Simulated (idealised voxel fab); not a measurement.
process module | voxel capacitor over wiring
cross-section cut | 200 nm wide | cells 5 nm
A cross-section is a grid of square cells, given in bands from the top down. A band is one or more rows of cells.
Each band's line starts with the height of the band's top and of its bottom, in nm. Then come its materials from left to right, each with its width in nm. One material with "throughout" fills the band from edge to edge. "air" is empty space.
Height 0 is the level under which the wafer as received is all one material. The lowest band goes on downwards, as in "0 down".
A width such as "30 to 40" changes by the same amount from each row of cells to the next, from the band's top row to its bottom row.
"no change" after a step means that no cell of the cross-section changed.
closed voids: empty space of 8 cells or more with no open way to the top, each as width x height at its distance from the left edge, in nm
after a step's settings: what the simulator itself notes on the step
overlay nm, on a step with a mask: how far to the right of its planned place the mask lay; to the left if negative
plan
1 op RECEIVE | material Si
2 op CONFORMAL_DEP | material SiO2 | thk nm 15
3 op DIRECTIONAL_DEP | material TiN | thk nm 5
4 op DIRECTIONAL_DEP | material Ru | thk nm 15
5 op PATTERN | tone cover | mask id METAL_1 | material resist | width nm 25 | pitch nm 85 | thk nm 15 | overlay nm 0
6 op DIRECTIONAL_ETCH | etch materials Ru | depth nm 15
7 op DIRECTIONAL_ETCH | etch materials TiN | depth nm 5
8 op STRIP | etch materials resist
9 op FILL_DEP | material lowk | thk nm 5
10 op CMP | height nm 35
11 op CONFORMAL_DEP | material SiCN | thk nm 5
12 op DIRECTIONAL_DEP | material SiO2 | thk nm 10
13 op MASKED_ETCH | tone open | mask id PLUG_1 | width nm 15 | etch materials SiO2 | depth nm 10 | overlay nm 0
14 op MASKED_ETCH | tone open | mask id PLUG_1 | width nm 15 | etch materials SiCN | depth nm 5 | overlay nm 0
15 op CONFORMAL_DEP | material TiN | thk nm 5
16 op FILL_DEP | material W | thk nm 5
17 op CMP | height nm 50
18 op DIRECTIONAL_DEP | material TiN | thk nm 10
19 op DIRECTIONAL_DEP | material HfO2 | thk nm 5
20 op DIRECTIONAL_DEP | material TiN | thk nm 5
21 op DIRECTIONAL_DEP | material aC | thk nm 10
22 op PATTERN | tone cover | mask id UPPER_PLATE | material resist | width nm 65 | thk nm 30 | overlay nm 0
23 op DIRECTIONAL_ETCH | etch materials aC | depth nm 10
24 op STRIP | etch materials resist
25 op DIRECTIONAL_ETCH | etch materials TiN | depth nm 5
26 op DIRECTIONAL_ETCH | etch materials HfO2 | depth nm 5
27 op STRIP | etch materials aC
28 op MASKED_ETCH | tone cover | mask id LOWER_PLATE | width nm 75 | etch materials TiN | depth nm 10 | overlay nm 0
29 op FILL_DEP | material SiO2 | thk nm 20
30 op CMP | height nm 85
31 op MASKED_ETCH | tone open | mask id PLUG_2 | width nm 15 | etch materials SiO2 | depth nm 15 | overlay nm 0
32 op CONFORMAL_DEP | material TiN | thk nm 5
33 op FILL_DEP | material Cu | thk nm 5
34 op CMP | height nm 85
35 op CONFORMAL_DEP | material SiN | thk nm 5
as received, after step 1
  0 down: Si throughout
  closed voids: none
a wafer at the end: this start, this plan, one mistake
  90 to 85: SiN throughout
  85 to 75: SiO2 65 | TiN 5 | Cu 5 | TiN 5 | SiO2 120
  75 to 65: SiO2 65 to 55 | TiN 15 to 65 | SiO2 120 to 80
  65 to 60: SiO2 55 | HfO2 65 | SiO2 80
  60 to 55: SiO2 50 | TiN 75 | SiO2 75
  55 to 50: TiN throughout
  50 to 40: SiO2 55 | TiN 5 | W 5 | TiN 5 | SiO2 130
  40 to 35: SiCN 55 | TiN 15 | SiCN 130
  35 to 20: lowk 45 | Ru 25 | lowk 60 | Ru 25 | lowk 45
  20 to 15: lowk 45 | TiN 25 | lowk 60 | TiN 25 | lowk 45
  15 to 0: SiO2 throughout
  0 down: Si throughout
  closed voids: none
what went wrong: step 28 ran as: op MASKED_ETCH | tone cover | mask id LOWER_PLATE | width nm 75 | etch materials TiN | depth nm 5 | overlay nm 0
